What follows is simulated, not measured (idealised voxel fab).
The process module that follows is named voxel self aligned contacts.
Pictured: cross-section cut, 140 nm wide, on a grid of 5 nm square cells.
For the purposes of this document, a cross-section shall be understood as a grid of square cells, specified as bands listed in top-to-bottom order, each band consisting of one or more rows of cells. The entry gives the band's vertical extent as a top height and a bottom height in nm, then its horizontal make-up as materials from left to right, each with a width in nm. "air" stands for empty space; a single material marked "everywhere" fills the band edge to edge. A quick word on heights: they are counted from 0, and under that level the wafer as it came to us is one material throughout. The lowest band is different from the rest in having no bottom; it simply continues downward, written as in "z 0 and below". Quick explanation for "30 to 40": the width changes in equal steps down the rows of cells, from the first number in the band's top row to the second number in its bottom row. Step note "nothing changed" = no cross-section cell changed. The entry "Fully sealed voids" lists the empty spaces that cover at least 8 cells and have no open path to the top. Each is written as width x height at distance, where the distance is measured from the left edge and all three values are in nm. On each step's line, the part that comes after the settings is the simulator's own comment on the step. A step's line can hold "overlay nm"; with a mask on that step, the setting says how far right of the planned place the mask lay, while a negative setting says it lay to the left. Note on reading: below, each pair holds a cross-section from before one process step and one from after it; the one from after shows only down to the lowest band that changed. Beneath the pair, the step in between is stated along with its settings. The pairs can stem from different runs of this module on the same starting wafer. Where a pair's entry headed "Pre-step condition" says so, and only there, that pair continues from the pair above it.
PRE-STEP CONDITION
z 0 and below  Si everywhere
Fully sealed voids: none
RESULTING STRUCTURE
z 0 to -5  SiO2 everywhere
Heights below -5 show no change.
Fully sealed voids: none
In between the cross-sections above, the run called for OXIDIZE, depth nm 5
Pre-step condition: after-step cross-section of the pair just above applies.
RESULTING STRUCTURE
z 25 to 0  polySi everywhere
Heights below 0 show no change.
Fully sealed voids: none
In between the cross-sections above, the run called for DIRECTIONAL_DEP, material polySi, thk nm 25
Pre-step condition: after-step cross-section of the pair just above applies.
RESULTING STRUCTURE
z 50 to 25  SiN everywhere
Heights below 25 show no change.
Fully sealed voids: none
In between the cross-sections above, the run called for DIRECTIONAL_DEP, material SiN, thk nm 25
Pre-step condition: after-step cross-section of the pair just above applies.
RESULTING STRUCTURE
z 70 to 50  15 nm air  35 nm resist  40 nm air  35 nm resist  15 nm air
Heights below 50 show no change.
Fully sealed voids: none
In between the cross-sections above, the run called for PATTERN, tone cover, mask id GATE, material resist, width nm 35, pitch nm 75, thk nm 20, overlay nm 0
Pre-step condition: after-step cross-section of the pair just above applies.
RESULTING STRUCTURE
z 70 to 50  15 nm air  35 nm resist  40 nm air  35 nm resist  15 nm air
z 50 to 25  15 nm air  35 nm SiN  40 nm air  35 nm SiN  15 nm air
Heights below 25 show no change.
Fully sealed voids: none
In between the cross-sections above, the run called for DIRECTIONAL_ETCH, etch materials SiN, depth nm 25
Pre-step condition: after-step cross-section of the pair just above applies.
RESULTING STRUCTURE
z 70 to 50  15 nm air  35 nm resist  40 nm air  35 nm resist  15 nm air
z 50 to 25  15 nm air  35 nm SiN  40 nm air  35 nm SiN  15 nm air
z 25 to 0  15 nm air  35 nm polySi  40 nm air  35 nm polySi  15 nm air
Heights below 0 show no change.
Fully sealed voids: none
In between the cross-sections above, the run called for DIRECTIONAL_ETCH, etch materials polySi, depth nm 25
Pre-step condition: after-step cross-section of the pair just above applies.
RESULTING STRUCTURE
z 50 to 25  15 nm air  35 nm SiN  40 nm air  35 nm SiN  15 nm air
Heights below 25 show no change.
Fully sealed voids: none
In between the cross-sections above, the run called for STRIP, etch materials resist
Pre-step condition: after-step cross-section of the pair just above applies.
RESULTING STRUCTURE
z 60 to 25  5 nm air  55 nm SiN  20 nm air  55 nm SiN  5 nm air
z 25 to 10  5 nm air  10 nm SiN  35 nm polySi  10 nm SiN  20 nm air  10 nm SiN  35 nm polySi  10 nm SiN  5 nm air
z 10 to 0  15 nm SiN  35 nm polySi  40 nm SiN  35 nm polySi  15 nm SiN
Heights below 0 show no change.
Fully sealed voids: none
In between the cross-sections above, the run called for CONFORMAL_DEP, material SiN, thk nm 10
Pre-step condition: after-step cross-section of the pair just above applies.
RESULTING STRUCTURE
z 50 to 25  5 nm air  55 nm SiN  20 nm air  55 nm SiN  5 nm air
z 25 to 0  5 nm air  10 nm SiN  35 nm polySi  10 nm SiN  20 nm air  10 nm SiN  35 nm polySi  10 nm SiN  5 nm air
Heights below 0 show no change.
Fully sealed voids: none
In between the cross-sections above, the run called for DIRECTIONAL_ETCH, etch materials SiN, depth nm 10
Pre-step condition: after-step cross-section of the pair just above applies.
RESULTING STRUCTURE
z 60 to 50  SiO2 everywhere
z 50 to 25  5 nm SiO2  55 nm SiN  20 nm SiO2  55 nm SiN  5 nm SiO2
z 25 to 0  5 nm SiO2  10 nm SiN  35 nm polySi  10 nm SiN  20 nm SiO2  10 nm SiN  35 nm polySi  10 nm SiN  5 nm SiO2
Heights below 0 show no change.
Fully sealed voids: none
In between the cross-sections above, the run called for FILL_DEP, material SiO2, thk nm 10
Pre-step condition: after-step cross-section of the pair just above applies.
RESULTING STRUCTURE
z 55 to 50  SiO2 everywhere
Heights below 50 show no change.
Fully sealed voids: none
In between the cross-sections above, the run called for CMP, height nm 55
Pre-step condition: after-step cross-section of the pair just above applies.
RESULTING STRUCTURE
z 75 to 55  45 nm resist  50 nm air  45 nm resist
Heights below 55 show no change.
Fully sealed voids: none
In between the cross-sections above, the run called for PATTERN, tone open, mask id CONTACT, material resist, width nm 50, thk nm 20, overlay nm 0
Pre-step condition: after-step cross-section of the pair just above applies.
RESULTING STRUCTURE
z 75 to 55  45 nm resist  50 nm air  45 nm resist
z 55 to 50  45 nm SiO2  50 nm air  45 nm SiO2
z 50 to 25  5 nm SiO2  55 nm SiN  20 nm air  55 nm SiN  5 nm SiO2
z 25 to 0  5 nm SiO2  10 nm SiN  35 nm polySi  10 nm SiN  20 nm air  10 nm SiN  35 nm polySi  10 nm SiN  5 nm SiO2
z 0 to -5  60 nm SiO2  20 nm air  60 nm SiO2
Heights below -5 show no change.
Fully sealed voids: none
In between the cross-sections above, the run called for DIRECTIONAL_ETCH, etch materials SiO2, depth nm 60
Pre-step condition: after-step cross-section of the pair just above applies.
RESULTING STRUCTURE
z 55 to 50  45 nm SiO2  50 nm air  45 nm SiO2
Heights below 50 show no change.
Fully sealed voids: none
In between the cross-sections above, the run called for STRIP, etch materials resist
Pre-step condition: after-step cross-section of the pair just above applies.
RESULTING STRUCTURE
z 60 to 55  50 nm TiN  40 nm air  50 nm TiN
z 55 to 50  45 nm SiO2  20 nm TiN  10 nm air  20 nm TiN  45 nm SiO2
z 50 to 25  5 nm SiO2  55 nm SiN  5 nm TiN  10 nm air  5 nm TiN  55 nm SiN  5 nm SiO2
z 25 to 0  5 nm SiO2  10 nm SiN  35 nm polySi  10 nm SiN  5 nm TiN  10 nm air  5 nm TiN  10 nm SiN  35 nm polySi  10 nm SiN  5 nm SiO2
z 0 to -5  60 nm SiO2  20 nm TiN  60 nm SiO2
Heights below -5 show no change.
Fully sealed voids: none
In between the cross-sections above, the run called for CONFORMAL_DEP, material TiN, thk nm 5
Pre-step condition: after-step cross-section of the pair just above applies.
RESULTING STRUCTURE
z 70 to 60  W everywhere
z 60 to 55  50 nm TiN  40 nm W  50 nm TiN
z 55 to 50  45 nm SiO2  20 nm TiN  10 nm W  20 nm TiN  45 nm SiO2
z 50 to 25  5 nm SiO2  55 nm SiN  5 nm TiN  10 nm W  5 nm TiN  55 nm SiN  5 nm SiO2
z 25 to 0  5 nm SiO2  10 nm SiN  35 nm polySi  10 nm SiN  5 nm TiN  10 nm W  5 nm TiN  10 nm SiN  35 nm polySi  10 nm SiN  5 nm SiO2
Heights below 0 show no change.
Fully sealed voids: none
In between the cross-sections above, the run called for FILL_DEP, material W, thk nm 10
Pre-step condition: after-step cross-section of the pair just above applies.
RESULTING STRUCTURE
z 55 to 50  45 nm SiO2  20 nm TiN  10 nm W  20 nm TiN  45 nm SiO2
Heights below 50 show no change.
Fully sealed voids: none
In between the cross-sections above, the run called for CMP, height nm 55
Pre-step condition: after-step cross-section of the pair just above applies.
RESULTING STRUCTURE
z 60 to 55  SiCN everywhere
Heights below 55 show no change.
Fully sealed voids: none
In between the cross-sections above, the run called for CONFORMAL_DEP, material SiCN, thk nm 5
PRE-STEP CONDITION
z 70 to 60  W everywhere
z 60 to 55  50 nm TiN  40 nm W  50 nm TiN
z 55 to 50  45 nm SiO2  20 nm TiN  10 nm W  20 nm TiN  45 nm SiO2
z 50 to 25  5 nm SiO2  55 nm SiN  5 nm TiN  10 nm W  5 nm TiN  55 nm SiN  5 nm SiO2
z 25 to 0  5 nm SiO2  10 nm SiN  35 nm polySi  10 nm SiN  5 nm TiN  10 nm W  5 nm TiN  10 nm SiN  35 nm polySi  10 nm SiN  5 nm SiO2
z 0 to -5  60 nm SiO2  20 nm TiN  60 nm SiO2
z -5 and below  Si everywhere
Fully sealed voids: none
RESULTING STRUCTURE
z 75 to 70  SiCN everywhere
Heights below 70 show no change.
Fully sealed voids: none
In between the cross-sections above, the run called for CONFORMAL_DEP, material SiCN, thk nm 5
PRE-STEP CONDITION
z 50 to 25  SiN everywhere
z 25 to 0  polySi everywhere
z 0 to -5  SiO2 everywhere
z -5 and below  Si everywhere
Fully sealed voids: none
RESULTING STRUCTURE
z 75 to 25  SiN everywhere
Heights below 25 show no change.
Fully sealed voids: none
In between the cross-sections above, the run called for DIRECTIONAL_DEP, material SiN, thk nm 25
Pre-step condition: after-step cross-section of the pair just above applies.
RESULTING STRUCTURE
z 95 to 75  15 nm air  35 nm resist  40 nm air  35 nm resist  15 nm air
Heights below 75 show no change.
Fully sealed voids: none
In between the cross-sections above, the run called for PATTERN, tone cover, mask id GATE, material resist, width nm 35, pitch nm 75, thk nm 20, overlay nm 0
Pre-step condition: after-step cross-section of the pair just above applies.
RESULTING STRUCTURE
z 95 to 75  15 nm air  35 nm resist  40 nm air  35 nm resist  15 nm air
z 75 to 50  15 nm air  35 nm SiN  40 nm air  35 nm SiN  15 nm air
Heights below 50 show no change.
Fully sealed voids: none
In between the cross-sections above, the run called for DIRECTIONAL_ETCH, etch materials SiN, depth nm 25
Pre-step condition: after-step cross-section of the pair just above applies.
RESULTING STRUCTURE
z 75 to 50  15 nm air  35 nm SiN  40 nm air  35 nm SiN  15 nm air
Heights below 50 show no change.
Fully sealed voids: none
In between the cross-sections above, the run called for STRIP, etch materials resist
Pre-step condition: after-step cross-section of the pair just above applies.
RESULTING STRUCTURE
z 85 to 60  5 nm air  55 nm SiN  20 nm air  55 nm SiN  5 nm air
z 60 to 25  SiN everywhere
Heights below 25 show no change.
Fully sealed voids: none
In between the cross-sections above, the run called for CONFORMAL_DEP, material SiN, thk nm 10
Pre-step condition: after-step cross-section of the pair just above applies.
RESULTING STRUCTURE
z 75 to 50  5 nm air  55 nm SiN  20 nm air  55 nm SiN  5 nm air
Heights below 50 show no change.
Fully sealed voids: none
In between the cross-sections above, the run called for DIRECTIONAL_ETCH, etch materials SiN, depth nm 10
Pre-step condition: after-step cross-section of the pair just above applies.
RESULTING STRUCTURE
z 85 to 75  SiO2 everywhere
z 75 to 50  5 nm SiO2  55 nm SiN  20 nm SiO2  55 nm SiN  5 nm SiO2
Heights below 50 show no change.
Fully sealed voids: none
In between the cross-sections above, the run called for FILL_DEP, material SiO2, thk nm 10
Pre-step condition: after-step cross-section of the pair just above applies.
RESULTING STRUCTURE
z 55 to 50  5 nm SiO2  55 nm SiN  20 nm SiO2  55 nm SiN  5 nm SiO2
Heights below 50 show no change.
Fully sealed voids: none
In between the cross-sections above, the run called for CMP, height nm 55
Pre-step condition: after-step cross-section of the pair just above applies.
RESULTING STRUCTURE
z 75 to 55  45 nm resist  50 nm air  45 nm resist
Heights below 55 show no change.
Fully sealed voids: none
In between the cross-sections above, the run called for PATTERN, tone open, mask id CONTACT, material resist, width nm 50, thk nm 20, overlay nm 0
Pre-step condition: after-step cross-section of the pair just above applies.
RESULTING STRUCTURE
z 75 to 55  45 nm resist  50 nm air  45 nm resist
z 55 to 50  5 nm SiO2  55 nm SiN  20 nm air  55 nm SiN  5 nm SiO2
Heights below 50 show no change.
Fully sealed voids: none
In between the cross-sections above, the run called for DIRECTIONAL_ETCH, etch materials SiO2, depth nm 60
Pre-step condition: after-step cross-section of the pair just above applies.
RESULTING STRUCTURE
z 55 to 50  5 nm SiO2  55 nm SiN  20 nm air  55 nm SiN  5 nm SiO2
Heights below 50 show no change.
Fully sealed voids: none
In between the cross-sections above, the run called for STRIP, etch materials resist
Pre-step condition: after-step cross-section of the pair just above applies.
RESULTING STRUCTURE
z 60 to 55  65 nm TiN  10 nm air  65 nm TiN
z 55 to 50  5 nm SiO2  55 nm SiN  20 nm TiN  55 nm SiN  5 nm SiO2
Heights below 50 show no change.
Fully sealed voids: none
In between the cross-sections above, the run called for CONFORMAL_DEP, material TiN, thk nm 5
Pre-step condition: after-step cross-section of the pair just above applies.
RESULTING STRUCTURE
z 70 to 60  W everywhere
z 60 to 55  65 nm TiN  10 nm W  65 nm TiN
Heights below 55 show no change.
Fully sealed voids: none
In between the cross-sections above, the run called for FILL_DEP, material W, thk nm 10
Pre-step condition: after-step cross-section of the pair just above applies.
RESULTING STRUCTURE
z 55 to 50  5 nm SiO2  55 nm SiN  20 nm TiN  55 nm SiN  5 nm SiO2
Heights below 50 show no change.
Fully sealed voids: none
In between the cross-sections above, the run called for CMP, height nm 55
Pre-step condition: after-step cross-section of the pair just above applies.
RESULTING STRUCTURE
z 60 to 55  SiCN everywhere
Heights below 55 show no change.
Fully sealed voids: none
In between the cross-sections above, the run called for CONFORMAL_DEP, material SiCN, thk nm 5
PRE-STEP CONDITION
z 50 to 25  15 nm air  35 nm SiN  40 nm air  35 nm SiN  15 nm air
z 25 to 0  15 nm air  35 nm polySi  40 nm air  35 nm polySi  15 nm air
z 0 to -5  SiO2 everywhere
z -5 and below  Si everywhere
Fully sealed voids: none
RESULTING STRUCTURE
z 40 to 25  15 nm air  35 nm SiN  40 nm air  35 nm SiN  15 nm air
Heights below 25 show no change.
Fully sealed voids: none
In between the cross-sections above, the run called for DIRECTIONAL_ETCH, etch materials SiN, depth nm 10
Pre-step condition: after-step cross-section of the pair just above applies.
RESULTING STRUCTURE
z 50 to 25  5 nm air  55 nm SiN  20 nm air  55 nm SiN  5 nm air
z 25 to 10  5 nm air  10 nm SiN  35 nm polySi  10 nm SiN  20 nm air  10 nm SiN  35 nm polySi  10 nm SiN  5 nm air
z 10 to 0  15 nm SiN  35 nm polySi  40 nm SiN  35 nm polySi  15 nm SiN
Heights below 0 show no change.
Fully sealed voids: none
In between the cross-sections above, the run called for CONFORMAL_DEP, material SiN, thk nm 10
Pre-step condition: after-step cross-section of the pair just above applies.
RESULTING STRUCTURE
z 60 to 50  SiO2 everywhere
z 50 to 25  5 nm SiO2  55 nm SiN  20 nm SiO2  55 nm SiN  5 nm SiO2
z 25 to 10  5 nm SiO2  10 nm SiN  35 nm polySi  10 nm SiN  20 nm SiO2  10 nm SiN  35 nm polySi  10 nm SiN  5 nm SiO2
Heights below 10 show no change.
Fully sealed voids: none
In between the cross-sections above, the run called for FILL_DEP, material SiO2, thk nm 10
Pre-step condition: after-step cross-section of the pair just above applies.
RESULTING STRUCTURE
z 55 to 50  SiO2 everywhere
Heights below 50 show no change.
Fully sealed voids: none
In between the cross-sections above, the run called for CMP, height nm 55
Pre-step condition: after-step cross-section of the pair just above applies.
RESULTING STRUCTURE
z 75 to 55  45 nm resist  50 nm air  45 nm resist
Heights below 55 show no change.
Fully sealed voids: none
In between the cross-sections above, the run called for PATTERN, tone open, mask id CONTACT, material resist, width nm 50, thk nm 20, overlay nm 0
Pre-step condition: after-step cross-section of the pair just above applies.
RESULTING STRUCTURE
z 75 to 55  45 nm resist  50 nm air  45 nm resist
z 55 to 50  45 nm SiO2  50 nm air  45 nm SiO2
z 50 to 25  5 nm SiO2  55 nm SiN  20 nm air  55 nm SiN  5 nm SiO2
z 25 to 10  5 nm SiO2  10 nm SiN  35 nm polySi  10 nm SiN  20 nm air  10 nm SiN  35 nm polySi  10 nm SiN  5 nm SiO2
Heights below 10 show no change.
Fully sealed voids: none
In between the cross-sections above, the run called for DIRECTIONAL_ETCH, etch materials SiO2, depth nm 60
Pre-step condition: after-step cross-section of the pair just above applies.
RESULTING STRUCTURE
z 55 to 50  45 nm SiO2  50 nm air  45 nm SiO2
Heights below 50 show no change.
Fully sealed voids: none
In between the cross-sections above, the run called for STRIP, etch materials resist
Pre-step condition: after-step cross-section of the pair just above applies.
RESULTING STRUCTURE
z 60 to 55  50 nm TiN  40 nm air  50 nm TiN
z 55 to 50  45 nm SiO2  20 nm TiN  10 nm air  20 nm TiN  45 nm SiO2
z 50 to 25  5 nm SiO2  55 nm SiN  5 nm TiN  10 nm air  5 nm TiN  55 nm SiN  5 nm SiO2
z 25 to 15  5 nm SiO2  10 nm SiN  35 nm polySi  10 nm SiN  5 nm TiN  10 nm air  5 nm TiN  10 nm SiN  35 nm polySi  10 nm SiN  5 nm SiO2
z 15 to 10  5 nm SiO2  10 nm SiN  35 nm polySi  10 nm SiN  20 nm TiN  10 nm SiN  35 nm polySi  10 nm SiN  5 nm SiO2
Heights below 10 show no change.
Fully sealed voids: none
In between the cross-sections above, the run called for CONFORMAL_DEP, material TiN, thk nm 5
Pre-step condition: after-step cross-section of the pair just above applies.
RESULTING STRUCTURE
z 70 to 60  W everywhere
z 60 to 55  50 nm TiN  40 nm W  50 nm TiN
z 55 to 50  45 nm SiO2  20 nm TiN  10 nm W  20 nm TiN  45 nm SiO2
z 50 to 25  5 nm SiO2  55 nm SiN  5 nm TiN  10 nm W  5 nm TiN  55 nm SiN  5 nm SiO2
z 25 to 15  5 nm SiO2  10 nm SiN  35 nm polySi  10 nm SiN  5 nm TiN  10 nm W  5 nm TiN  10 nm SiN  35 nm polySi  10 nm SiN  5 nm SiO2
Heights below 15 show no change.
Fully sealed voids: none
In between the cross-sections above, the run called for FILL_DEP, material W, thk nm 10
Pre-step condition: after-step cross-section of the pair just above applies.
RESULTING STRUCTURE
z 55 to 50  45 nm SiO2  20 nm TiN  10 nm W  20 nm TiN  45 nm SiO2
Heights below 50 show no change.
Fully sealed voids: none
In between the cross-sections above, the run called for CMP, height nm 55
Pre-step condition: after-step cross-section of the pair just above applies.
RESULTING STRUCTURE
z 60 to 55  SiCN everywhere
Heights below 55 show no change.
Fully sealed voids: none
In between the cross-sections above, the run called for CONFORMAL_DEP, material SiCN, thk nm 5
PRE-STEP CONDITION
z 55 to 50  45 nm SiO2  20 nm TiN  10 nm W  20 nm TiN  45 nm SiO2
z 50 to 25  5 nm SiO2  55 nm SiN  5 nm TiN  10 nm W  5 nm TiN  55 nm SiN  5 nm SiO2
z 25 to 0  5 nm SiO2  10 nm SiN  35 nm polySi  10 nm SiN  5 nm TiN  10 nm W  5 nm TiN  10 nm SiN  35 nm polySi  10 nm SiN  5 nm SiO2
z 0 to -5  60 nm SiO2  20 nm TiN  60 nm SiO2
z -5 and below  Si everywhere
Fully sealed voids: none
RESULTING STRUCTURE
z 70 to 55  SiCN everywhere
Heights below 55 show no change.
Fully sealed voids: none
In between the cross-sections above, the run called for CONFORMAL_DEP, material SiCN, thk nm 15
PRE-STEP CONDITION
z 55 to 50  SiO2 everywhere
z 50 to 25  5 nm SiO2  55 nm SiN  20 nm SiO2  55 nm SiN  5 nm SiO2
z 25 to 0  5 nm SiO2  10 nm SiN  35 nm polySi  10 nm SiN  20 nm SiO2  10 nm SiN  35 nm polySi  10 nm SiN  5 nm SiO2
z 0 to -5  SiO2 everywhere
z -5 and below  Si everywhere
Fully sealed voids: none
RESULTING STRUCTURE
z 75 to 55  40 nm resist  60 nm air  40 nm resist
Heights below 55 show no change.
Fully sealed voids: none
In between the cross-sections above, the run called for PATTERN, tone open, mask id CONTACT, material resist, width nm 60, thk nm 20, overlay nm 0
Pre-step condition: after-step cross-section of the pair just above applies.
RESULTING STRUCTURE
z 75 to 55  40 nm resist  60 nm air  40 nm resist
z 55 to 50  40 nm SiO2  60 nm air  40 nm SiO2
z 50 to 25  5 nm SiO2  55 nm SiN  20 nm air  55 nm SiN  5 nm SiO2
z 25 to 0  5 nm SiO2  10 nm SiN  35 nm polySi  10 nm SiN  20 nm air  10 nm SiN  35 nm polySi  10 nm SiN  5 nm SiO2
z 0 to -5  60 nm SiO2  20 nm air  60 nm SiO2
Heights below -5 show no change.
Fully sealed voids: none
In between the cross-sections above, the run called for DIRECTIONAL_ETCH, etch materials SiO2, depth nm 60
Pre-step condition: after-step cross-section of the pair just above applies.
RESULTING STRUCTURE
z 55 to 50  40 nm SiO2  60 nm air  40 nm SiO2
Heights below 50 show no change.
Fully sealed voids: none
In between the cross-sections above, the run called for STRIP, etch materials resist
Pre-step condition: after-step cross-section of the pair just above applies.
RESULTING STRUCTURE
z 60 to 55  45 nm TiN  50 nm air  45 nm TiN
z 55 to 50  40 nm SiO2  25 nm TiN  10 nm air  25 nm TiN  40 nm SiO2
z 50 to 25  5 nm SiO2  55 nm SiN  5 nm TiN  10 nm air  5 nm TiN  55 nm SiN  5 nm SiO2
z 25 to 0  5 nm SiO2  10 nm SiN  35 nm polySi  10 nm SiN  5 nm TiN  10 nm air  5 nm TiN  10 nm SiN  35 nm polySi  10 nm SiN  5 nm SiO2
z 0 to -5  60 nm SiO2  20 nm TiN  60 nm SiO2
Heights below -5 show no change.
Fully sealed voids: none
In between the cross-sections above, the run called for CONFORMAL_DEP, material TiN, thk nm 5
Pre-step condition: after-step cross-section of the pair just above applies.
RESULTING STRUCTURE
z 70 to 60  W everywhere
z 60 to 55  45 nm TiN  50 nm W  45 nm TiN
z 55 to 50  40 nm SiO2  25 nm TiN  10 nm W  25 nm TiN  40 nm SiO2
z 50 to 25  5 nm SiO2  55 nm SiN  5 nm TiN  10 nm W  5 nm TiN  55 nm SiN  5 nm SiO2
z 25 to 0  5 nm SiO2  10 nm SiN  35 nm polySi  10 nm SiN  5 nm TiN  10 nm W  5 nm TiN  10 nm SiN  35 nm polySi  10 nm SiN  5 nm SiO2
Heights below 0 show no change.
Fully sealed voids: none
In between the cross-sections above, the run called for FILL_DEP, material W, thk nm 10
Pre-step condition: after-step cross-section of the pair just above applies.
RESULTING STRUCTURE
z 55 to 50  40 nm SiO2  25 nm TiN  10 nm W  25 nm TiN  40 nm SiO2
Heights below 50 show no change.
Fully sealed voids: none
In between the cross-sections above, the run called for CMP, height nm 55
Pre-step condition: after-step cross-section of the pair just above applies.
RESULTING STRUCTURE
z 60 to 55  SiCN everywhere
Heights below 55 show no change.
Fully sealed voids: none
In between the cross-sections above, the run called for CONFORMAL_DEP, material SiCN, thk nm 5
PRE-STEP CONDITION
z 55 to 50  SiO2 everywhere
z 50 to 25  5 nm SiO2  55 nm SiN  20 nm SiO2  55 nm SiN  5 nm SiO2
z 25 to 0  5 nm SiO2  10 nm SiN  35 nm polySi  10 nm SiN  20 nm SiO2  10 nm SiN  35 nm polySi  10 nm SiN  5 nm SiO2
z 0 to -5  SiO2 everywhere
z -5 and below  Si everywhere
Fully sealed voids: none
RESULTING STRUCTURE
z 75 to 55  35 nm resist  50 nm air  55 nm resist
Heights below 55 show no change.
Fully sealed voids: none
In between the cross-sections above, the run called for PATTERN, tone open, mask id CONTACT, material resist, width nm 50, thk nm 20, overlay nm -10
Pre-step condition: after-step cross-section of the pair just above applies.
RESULTING STRUCTURE
z 75 to 55  35 nm resist  50 nm air  55 nm resist
z 55 to 50  35 nm SiO2  50 nm air  55 nm SiO2
z 50 to 25  5 nm SiO2  55 nm SiN  20 nm air  55 nm SiN  5 nm SiO2
z 25 to 0  5 nm SiO2  10 nm SiN  35 nm polySi  10 nm SiN  20 nm air  10 nm SiN  35 nm polySi  10 nm SiN  5 nm SiO2
z 0 to -5  60 nm SiO2  20 nm air  60 nm SiO2
Heights below -5 show no change.
Fully sealed voids: none
In between the cross-sections above, the run called for DIRECTIONAL_ETCH, etch materials SiO2, depth nm 60
Pre-step condition: after-step cross-section of the pair just above applies.
RESULTING STRUCTURE
z 55 to 50  35 nm SiO2  50 nm air  55 nm SiO2
Heights below 50 show no change.
Fully sealed voids: none
In between the cross-sections above, the run called for STRIP, etch materials resist
Pre-step condition: after-step cross-section of the pair just above applies.
RESULTING STRUCTURE
z 60 to 55  40 nm TiN  40 nm air  60 nm TiN
z 55 to 50  35 nm SiO2  30 nm TiN  10 nm air  10 nm TiN  55 nm SiO2
z 50 to 25  5 nm SiO2  55 nm SiN  5 nm TiN  10 nm air  5 nm TiN  55 nm SiN  5 nm SiO2
z 25 to 0  5 nm SiO2  10 nm SiN  35 nm polySi  10 nm SiN  5 nm TiN  10 nm air  5 nm TiN  10 nm SiN  35 nm polySi  10 nm SiN  5 nm SiO2
z 0 to -5  60 nm SiO2  20 nm TiN  60 nm SiO2
Heights below -5 show no change.
Fully sealed voids: none
In between the cross-sections above, the run called for CONFORMAL_DEP, material TiN, thk nm 5
Pre-step condition: after-step cross-section of the pair just above applies.
RESULTING STRUCTURE
z 70 to 60  W everywhere
z 60 to 55  40 nm TiN  40 nm W  60 nm TiN
z 55 to 50  35 nm SiO2  30 nm TiN  10 nm W  10 nm TiN  55 nm SiO2
z 50 to 25  5 nm SiO2  55 nm SiN  5 nm TiN  10 nm W  5 nm TiN  55 nm SiN  5 nm SiO2
z 25 to 0  5 nm SiO2  10 nm SiN  35 nm polySi  10 nm SiN  5 nm TiN  10 nm W  5 nm TiN  10 nm SiN  35 nm polySi  10 nm SiN  5 nm SiO2
Heights below 0 show no change.
Fully sealed voids: none
In between the cross-sections above, the run called for FILL_DEP, material W, thk nm 10
Pre-step condition: after-step cross-section of the pair just above applies.
RESULTING STRUCTURE
z 55 to 50  35 nm SiO2  30 nm TiN  10 nm W  10 nm TiN  55 nm SiO2
Heights below 50 show no change.
Fully sealed voids: none
In between the cross-sections above, the run called for CMP, height nm 55
Pre-step condition: after-step cross-section of the pair just above applies.
RESULTING STRUCTURE
z 60 to 55  SiCN everywhere
Heights below 55 show no change.
Fully sealed voids: none
In between the cross-sections above, the run called for CONFORMAL_DEP, material SiCN, thk nm 5
PRE-STEP CONDITION
z 50 to 25  15 nm air  35 nm SiN  40 nm air  35 nm SiN  15 nm air
z 25 to 0  15 nm air  35 nm polySi  40 nm air  35 nm polySi  15 nm air
z 0 to -5  SiO2 everywhere
z -5 and below  Si everywhere
Fully sealed voids: none
RESULTING STRUCTURE
z 60 to 50  5 nm air  55 nm polySi  20 nm air  55 nm polySi  5 nm air
z 50 to 25  5 nm air  10 nm polySi  35 nm SiN  10 nm polySi  20 nm air  10 nm polySi  35 nm SiN  10 nm polySi  5 nm air
z 25 to 10  5 nm air  55 nm polySi  20 nm air  55 nm polySi  5 nm air
z 10 to 0  polySi everywhere
Heights below 0 show no change.
Fully sealed voids: none
In between the cross-sections above, the run called for CONFORMAL_DEP, material polySi, thk nm 10
Pre-step condition: after-step cross-section of the pair just above applies.
RESULTING STRUCTURE
z 70 to 60  SiO2 everywhere
z 60 to 50  5 nm SiO2  55 nm polySi  20 nm SiO2  55 nm polySi  5 nm SiO2
z 50 to 25  5 nm SiO2  10 nm polySi  35 nm SiN  10 nm polySi  20 nm SiO2  10 nm polySi  35 nm SiN  10 nm polySi  5 nm SiO2
z 25 to 10  5 nm SiO2  55 nm polySi  20 nm SiO2  55 nm polySi  5 nm SiO2
Heights below 10 show no change.
Fully sealed voids: none
In between the cross-sections above, the run called for FILL_DEP, material SiO2, thk nm 10
Pre-step condition: after-step cross-section of the pair just above applies.
RESULTING STRUCTURE
z 55 to 50  5 nm SiO2  55 nm polySi  20 nm SiO2  55 nm polySi  5 nm SiO2
Heights below 50 show no change.
Fully sealed voids: none
In between the cross-sections above, the run called for CMP, height nm 55
Pre-step condition: after-step cross-section of the pair just above applies.
RESULTING STRUCTURE
z 75 to 55  45 nm resist  50 nm air  45 nm resist
Heights below 55 show no change.
Fully sealed voids: none
In between the cross-sections above, the run called for PATTERN, tone open, mask id CONTACT, material resist, width nm 50, thk nm 20, overlay nm 0
Pre-step condition: after-step cross-section of the pair just above applies.
RESULTING STRUCTURE
z 75 to 55  45 nm resist  50 nm air  45 nm resist
z 55 to 50  5 nm SiO2  55 nm polySi  20 nm air  55 nm polySi  5 nm SiO2
z 50 to 25  5 nm SiO2  10 nm polySi  35 nm SiN  10 nm polySi  20 nm air  10 nm polySi  35 nm SiN  10 nm polySi  5 nm SiO2
z 25 to 10  5 nm SiO2  55 nm polySi  20 nm air  55 nm polySi  5 nm SiO2
Heights below 10 show no change.
Fully sealed voids: none
In between the cross-sections above, the run called for DIRECTIONAL_ETCH, etch materials SiO2, depth nm 60
Pre-step condition: after-step cross-section of the pair just above applies.
RESULTING STRUCTURE
z 55 to 50  5 nm SiO2  55 nm polySi  20 nm air  55 nm polySi  5 nm SiO2
Heights below 50 show no change.
Fully sealed voids: none
In between the cross-sections above, the run called for STRIP, etch materials resist
Pre-step condition: after-step cross-section of the pair just above applies.
RESULTING STRUCTURE
z 60 to 55  65 nm TiN  10 nm air  65 nm TiN
z 55 to 50  5 nm SiO2  55 nm polySi  5 nm TiN  10 nm air  5 nm TiN  55 nm polySi  5 nm SiO2
z 50 to 25  5 nm SiO2  10 nm polySi  35 nm SiN  10 nm polySi  5 nm TiN  10 nm air  5 nm TiN  10 nm polySi  35 nm SiN  10 nm polySi  5 nm SiO2
z 25 to 15  5 nm SiO2  55 nm polySi  5 nm TiN  10 nm air  5 nm TiN  55 nm polySi  5 nm SiO2
z 15 to 10  5 nm SiO2  55 nm polySi  20 nm TiN  55 nm polySi  5 nm SiO2
Heights below 10 show no change.
Fully sealed voids: none
In between the cross-sections above, the run called for CONFORMAL_DEP, material TiN, thk nm 5
Pre-step condition: after-step cross-section of the pair just above applies.
RESULTING STRUCTURE
z 70 to 60  W everywhere
z 60 to 55  65 nm TiN  10 nm W  65 nm TiN
z 55 to 50  5 nm SiO2  55 nm polySi  5 nm TiN  10 nm W  5 nm TiN  55 nm polySi  5 nm SiO2
z 50 to 25  5 nm SiO2  10 nm polySi  35 nm SiN  10 nm polySi  5 nm TiN  10 nm W  5 nm TiN  10 nm polySi  35 nm SiN  10 nm polySi  5 nm SiO2
z 25 to 15  5 nm SiO2  55 nm polySi  5 nm TiN  10 nm W  5 nm TiN  55 nm polySi  5 nm SiO2
Heights below 15 show no change.
Fully sealed voids: none
In between the cross-sections above, the run called for FILL_DEP, material W, thk nm 10
